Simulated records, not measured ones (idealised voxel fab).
This is a process module. Its name is voxel local oxidation.
The cross-section shown here is cut; it is 175 nm wide and divided into square cells measuring 5 nm on a side.
The cross-sections in this document take the form of a grid made of square cells. They are written out as bands, in order from top to bottom. Each band consists of one or more rows of cells. The band entry comprises the height of the band's top followed by the height of its bottom, expressed in nm, and subsequently the band's materials from left to right, each stated together with its width in nm. Where a single material is marked with the word "throughout", that material fills the band from edge to edge. The word "blank" represents empty space. Counting heights begins at 0, where everything beneath is, in the wafer as received, one material. The lowest band has no bottom; it goes on downwards, as "0 down" shows. Width spec "30 to 40" -> top row of cells at first value, bottom row at second value, equal per-row change in between. Where a step carries "all unchanged", the cross-section came out of it unchanged, cell for cell. If an empty space has no open way to the top and is at least 8 cells in size, "Voids, fully enclosed" lists it, written width x height at distance, where distance is measured from the left edge and every value is in nm. Text after the settings on a step's line: the simulator's own remark on that step. overlay nm: mask offset rightward from planned place, masked step; negative means leftward offset.

Listed below are the process steps as planned
1,RECEIVE: material Si
2,OXIDIZE: depth nm 5
3,CONFORMAL_DEP: material SiN, thk nm 15
4,PATTERN: tone cover, mask id ACTIVE, material resist, width nm 95, thk nm 20, overlay nm 0
5,DIRECTIONAL_ETCH: etch materials SiN, depth nm 15
6,STRIP: etch materials resist
7,SELECTIVE_ETCH: etch materials SiO2, depth nm 5
8,OXIDIZE: depth nm 15
9,STRIP: etch materials SiN

Delivered wafer in cross-section: state after step 1
> 0 down: Si throughout
> Voids, fully enclosed: none

What the wafer looks like in cross-section after this module, when it starts as shown above and follows the plan above but one mistake is made in running it
> 10 to -5: SiO2 throughout
> -5 down: Si throughout
> Voids, fully enclosed: none
Here's what went sideways: step 3 did not happen as planned, as run it was CONFORMAL_DEP: material SiO2, thk nm 15
